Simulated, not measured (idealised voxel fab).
Process module, titled voxel ribs on slabs
In the cross-section labelled cut, the width is 165 nm and each square cell is 5 nm.
Cross-section, as written here: a square-cell grid given band by band from the top down, where a band holds one or more rows of cells. For a band, the entry starts with two heights in nm, that of the top and then that of the bottom, and carries on with the band's materials in order from left to right, each alongside its width in nm; the word "edge to edge" beside a single material means it fills the band edge to edge, and "blank" means empty space. All heights in this document are referenced to 0, defined as the level beneath which the wafer, as received, consists entirely of one material. The lowest band is not bounded below; it extends indefinitely downward and is written in the form "0 nm and below". The notation "30->40" denotes a width that varies across the rows of cells in the band, beginning at the first number in the top row, finishing at the second number in the bottom row, and changing by an identical amount from each row to the next. Where the words "changes: none" appear for a step, the cross-section shows no cell changed by that step; every cell remained as before. Heads up: "Unvented voids" only lists the empty pockets with no open path to the top that are 8 cells or more, and it writes them as width x height at distance, distance from the left edge, in nm. On each step's line, the part that comes after the settings is the simulator's own comment on the step. overlay nm: on a step with a mask, how far right of its planned place the mask lay; negative means left.
-- The following list gives the planned process steps
1 op RECEIVE | material Si
2 op DIRECTIONAL_DEP | material SiO2 | thk nm 25
3 op DIRECTIONAL_DEP | material SiN | thk nm 15
4 op MASKED_ETCH | tone cover | mask id RIB | width nm 25 | etch materials SiN | depth nm 5 | overlay nm 0
5 op PATTERN | tone cover | mask id SLAB | material resist | width nm 55 | thk nm 20 | overlay nm 0
6 op DIRECTIONAL_ETCH | etch materials SiN | depth nm 10
7 op STRIP | etch materials resist
8 op FILL_DEP | material SiO2 | thk nm 15
9 op CMP | height nm 50
10 op DIRECTIONAL_DEP | material TiN | thk nm 5
11 op PATTERN | tone cover | mask id HEATER | material resist | width nm 35 | thk nm 20 | overlay nm 0
12 op DIRECTIONAL_ETCH | etch materials TiN | depth nm 5
13 op STRIP | etch materials resist
14 op CONFORMAL_DEP | material SiN | thk nm 10
-- Cross-sectional view of the wafer in its as-received condition, corresponding to the state after step 1
0 nm and below: Si edge to edge
Unvented voids: none
-- Cross-section, first of two wafers, end of module, run as planned
65 nm to 60 nm: blank (55), SiN (55), blank (55)
60 nm to 55 nm: SiN edge to edge
55 nm to 50 nm: SiN (65), TiN (35), SiN (65)
50 nm to 40 nm: SiO2 edge to edge
40 nm to 35 nm: SiO2 (70), SiN (25), SiO2 (70)
35 nm to 25 nm: SiO2 (55), SiN (55), SiO2 (55)
25 nm to 0 nm: SiO2 edge to edge
0 nm and below: Si edge to edge
Unvented voids: none
-- Cross-sectional image of the second wafer of the two following completion of the module. Starting state and process plan were the same as for the first wafer; one execution error occurred
65 nm to 60 nm: blank (55), SiN (55), blank (55)
60 nm to 55 nm: SiN edge to edge
55 nm to 50 nm: SiN (65), TiN (35), SiN (65)
50 nm to 40 nm: SiO2 edge to edge
40 nm to 35 nm: SiO2 (70), SiN (25), SiO2 (70)
35 nm to 25 nm: SiO2 (65), SiN (55), SiO2 (45)
25 nm to 0 nm: SiO2 edge to edge
0 nm and below: Si edge to edge
Unvented voids: none
Processing error: step 5 was processed under conditions differing from the plan, specifically as op PATTERN | tone cover | mask id SLAB | material resist | width nm 55 | thk nm 20 | overlay nm 10
When the process is done, the second wafer contains the same cell count of every material as the first wafer, but distributed over other locations.
